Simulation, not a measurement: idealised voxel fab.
Process module name: voxel air gaps
FYI the section here is cut, 175 nm wide, cells are 5 nm squares.
Cross-section format: a grid of square cells, given as bands from top to bottom; each band is one or more rows of cells.
For a band, the entry starts with two heights in nm, that of the top and then that of the bottom, and carries on with the band's materials in order from left to right, each alongside its width in nm; the word "all across" beside a single material means it fills the band edge to edge, and "blank" means empty space.
Convention: height 0 is the level below which the wafer, as received, is all one material. The lowest band does not terminate at the bottom but continues downward, represented as "top 0, no bottom".
So if you see something like "30->40" for the width, read it as the top row of the band sitting at the first number and the bottom row at the second, with every row in between moving by the same amount as the last.
Take "left unchanged" at face value: in the step it is given for, the cross-section changed in none of its cells.
"Trapped void list" - sealed voids, min. 8 cells, no opening to top; format: width x height at distance (distance from left edge; nm throughout).
Read whatever lies past the settings on a step's line as the simulator's own remark about the step.
"overlay nm" answers the question of how far to the right of plan the mask lay on a step that has a mask, and when it is negative the answer is to the left.

**Planned process steps**
1. RECEIVE with material Si
2. CONFORMAL_DEP with material SiO2, thk nm 15
3. CONFORMAL_DEP with material SiN, thk nm 5
4. DIRECTIONAL_DEP with material SiO2, thk nm 40
5. MASKED_ETCH with tone open, mask id LINES, width nm 25, pitch nm 50, etch materials SiO2, depth nm 40, overlay nm 0
6. CONFORMAL_DEP with material TiN, thk nm 5
7. FILL_DEP with material Cu, thk nm 10
8. CMP with height nm 60
9. EPI with material Ru, thk nm 10
10. SELECTIVE_ETCH with etch materials SiO2, depth nm 50
11. CONFORMAL_DEP with material SiCN, thk nm 5

**First wafer out of two, processed as planned**

**Incoming wafer, cross-sectional view, post step 1**
> top 0, no bottom  Si all across
> Trapped void list: none

**Upon completion of step 2, the wafer appears in cross-section as shown**
> top 15, bottom 0  SiO2 all across
> Anything lower than 0 is untouched.

**Upon completion of step 3, the wafer appears in cross-section as shown**
> top 20, bottom 15  SiN all across
> Anything lower than 15 is untouched.

**Upon completion of step 4, the wafer appears in cross-section as shown**
> top 60, bottom 20  SiO2 all across
> Anything lower than 20 is untouched.

**Upon completion of step 5, the wafer appears in cross-section as shown**
> top 60, bottom 20  25 SiO2, then 25 blank, then 25 SiO2, then 25 blank, then 25 SiO2, then 25 blank, then 25 SiO2
> Anything lower than 20 is untouched.

**Upon completion of step 6, the wafer appears in cross-section as shown**
> top 65, bottom 60  30 TiN, then 15 blank, then 35 TiN, then 15 blank, then 35 TiN, then 15 blank, then 30 TiN
> top 60, bottom 25  25 SiO2, then 5 TiN, then 15 blank, then 5 TiN, then 25 SiO2, then 5 TiN, then 15 blank, then 5 TiN, then 25 SiO2, then 5 TiN, then 15 blank, then 5 TiN, then 25 SiO2
> top 25, bottom 20  25 SiO2, then 25 TiN, then 25 SiO2, then 25 TiN, then 25 SiO2, then 25 TiN, then 25 SiO2
> Anything lower than 20 is untouched.

**Upon completion of step 7, the wafer appears in cross-section as shown**
> top 75, bottom 65  Cu all across
> top 65, bottom 60  30 TiN, then 15 Cu, then 35 TiN, then 15 Cu, then 35 TiN, then 15 Cu, then 30 TiN
> top 60, bottom 25  25 SiO2, then 5 TiN, then 15 Cu, then 5 TiN, then 25 SiO2, then 5 TiN, then 15 Cu, then 5 TiN, then 25 SiO2, then 5 TiN, then 15 Cu, then 5 TiN, then 25 SiO2
> Anything lower than 25 is untouched.

**Upon completion of step 8, the wafer appears in cross-section as shown**
> top 60, bottom 25  25 SiO2, then 5 TiN, then 15 Cu, then 5 TiN, then 25 SiO2, then 5 TiN, then 15 Cu, then 5 TiN, then 25 SiO2, then 5 TiN, then 15 Cu, then 5 TiN, then 25 SiO2
> Anything lower than 25 is untouched.

**Upon completion of step 9, the wafer appears in cross-section as shown**
> top 70, bottom 60  15 blank, then 45 Ru, then 5 blank, then 45 Ru, then 5 blank, then 45 Ru, then 15 blank
> Anything lower than 60 is untouched.

**Upon completion of step 10, the wafer appears in cross-section as shown**
> top 70, bottom 60  15 blank, then 45 Ru, then 5 blank, then 45 Ru, then 5 blank, then 45 Ru, then 15 blank
> top 60, bottom 25  25 blank, then 5 TiN, then 15 Cu, then 5 TiN, then 25 blank, then 5 TiN, then 15 Cu, then 5 TiN, then 25 blank, then 5 TiN, then 15 Cu, then 5 TiN, then 25 blank
> top 25, bottom 20  25 blank, then 25 TiN, then 25 blank, then 25 TiN, then 25 blank, then 25 TiN, then 25 blank
> Anything lower than 20 is untouched.

**Upon completion of step 11, the wafer appears in cross-section as shown**
> top 75, bottom 70  10 blank, then 155 SiCN, then 10 blank
> top 70, bottom 60  10 blank, then 5 SiCN, then 45 Ru, then 5 SiCN, then 45 Ru, then 5 SiCN, then 45 Ru, then 5 SiCN, then 10 blank
> top 60, bottom 55  10 blank, then 15 SiCN, then 5 TiN, then 15 Cu, then 5 TiN, then 25 SiCN, then 5 TiN, then 15 Cu, then 5 TiN, then 25 SiCN, then 5 TiN, then 15 Cu, then 5 TiN, then 15 SiCN, then 10 blank
> top 55, bottom 25  20 blank, then 5 SiCN, then 5 TiN, then 15 Cu, then 5 TiN, then 5 SiCN, then 15 blank, then 5 SiCN, then 5 TiN, then 15 Cu, then 5 TiN, then 5 SiCN, then 15 blank, then 5 SiCN, then 5 TiN, then 15 Cu, then 5 TiN, then 5 SiCN, then 20 blank
> top 25, bottom 20  25 SiCN, then 25 TiN, then 25 SiCN, then 25 TiN, then 25 SiCN, then 25 TiN, then 25 SiCN
> Anything lower than 20 is untouched.
> Trapped void list: 15 x 30 at 55; 15 x 30 at 105

**Here the second wafer is described. Its start and its plan were those of the first wafer. Its run contained one mistake. Up to and including step 4, it did exactly what the first wafer did**

**Cross-sectional representation of the second wafer at the time designated in the plan for the completion of step 5**
> top 60, bottom 20  15 SiO2, then 25 blank, then 25 SiO2, then 25 blank, then 25 SiO2, then 25 blank, then 35 SiO2
> Anything lower than 20 is untouched.

**Cross-sectional representation of the second wafer at the time designated in the plan for the completion of step 6**
> top 65, bottom 60  20 TiN, then 15 blank, then 35 TiN, then 15 blank, then 35 TiN, then 15 blank, then 40 TiN
> top 60, bottom 25  15 SiO2, then 5 TiN, then 15 blank, then 5 TiN, then 25 SiO2, then 5 TiN, then 15 blank, then 5 TiN, then 25 SiO2, then 5 TiN, then 15 blank, then 5 TiN, then 35 SiO2
> top 25, bottom 20  15 SiO2, then 25 TiN, then 25 SiO2, then 25 TiN, then 25 SiO2, then 25 TiN, then 35 SiO2
> Anything lower than 20 is untouched.

**Cross-sectional representation of the second wafer at the time designated in the plan for the completion of step 7**
> top 75, bottom 65  Cu all across
> top 65, bottom 60  20 TiN, then 15 Cu, then 35 TiN, then 15 Cu, then 35 TiN, then 15 Cu, then 40 TiN
> top 60, bottom 25  15 SiO2, then 5 TiN, then 15 Cu, then 5 TiN, then 25 SiO2, then 5 TiN, then 15 Cu, then 5 TiN, then 25 SiO2, then 5 TiN, then 15 Cu, then 5 TiN, then 35 SiO2
> Anything lower than 25 is untouched.

**Cross-sectional representation of the second wafer at the time designated in the plan for the completion of step 8**
> top 60, bottom 25  15 SiO2, then 5 TiN, then 15 Cu, then 5 TiN, then 25 SiO2, then 5 TiN, then 15 Cu, then 5 TiN, then 25 SiO2, then 5 TiN, then 15 Cu, then 5 TiN, then 35 SiO2
> Anything lower than 25 is untouched.

**Cross-sectional representation of the second wafer at the time designated in the plan for the completion of step 9**
> top 70, bottom 60  5 blank, then 45 Ru, then 5 blank, then 45 Ru, then 5 blank, then 45 Ru, then 25 blank
> Anything lower than 60 is untouched.

**Cross-sectional representation of the second wafer at the time designated in the plan for the completion of step 10**
> top 70, bottom 60  5 blank, then 45 Ru, then 5 blank, then 45 Ru, then 5 blank, then 45 Ru, then 25 blank
> top 60, bottom 25  15 blank, then 5 TiN, then 15 Cu, then 5 TiN, then 25 blank, then 5 TiN, then 15 Cu, then 5 TiN, then 25 blank, then 5 TiN, then 15 Cu, then 5 TiN, then 35 blank
> top 25, bottom 20  15 blank, then 25 TiN, then 25 blank, then 25 TiN, then 25 blank, then 25 TiN, then 35 blank
> Anything lower than 20 is untouched.

**Cross-sectional representation of the second wafer at the time designated in the plan for the completion of step 11**
> top 75, bottom 70  155 SiCN, then 20 blank
> top 70, bottom 60  5 SiCN, then 45 Ru, then 5 SiCN, then 45 Ru, then 5 SiCN, then 45 Ru, then 5 SiCN, then 20 blank
> top 60, bottom 55  15 SiCN, then 5 TiN, then 15 Cu, then 5 TiN, then 25 SiCN, then 5 TiN, then 15 Cu, then 5 TiN, then 25 SiCN, then 5 TiN, then 15 Cu, then 5 TiN, then 15 SiCN, then 20 blank
> top 55, bottom 25  10 blank, then 5 SiCN, then 5 TiN, then 15 Cu, then 5 TiN, then 5 SiCN, then 15 blank, then 5 SiCN, then 5 TiN, then 15 Cu, then 5 TiN, then 5 SiCN, then 15 blank, then 5 SiCN, then 5 TiN, then 15 Cu, then 5 TiN, then 5 SiCN, then 30 blank
> top 25, bottom 20  15 SiCN, then 25 TiN, then 25 SiCN, then 25 TiN, then 25 SiCN, then 25 TiN, then 35 SiCN
> Anything lower than 20 is untouched.
> Trapped void list: 10 x 30 at 0; 15 x 30 at 45; 15 x 30 at 95
What broke from the plan during processing? step 5 off recipe, ran as MASKED_ETCH with tone open, mask id LINES, width nm 25, pitch nm 50, etch materials SiO2, depth nm 40, overlay nm -10
End check, second vs first wafer: material counts in cells match, positions do not.
At process end, closed voids number 2 in the first wafer and 3 in the second wafer.
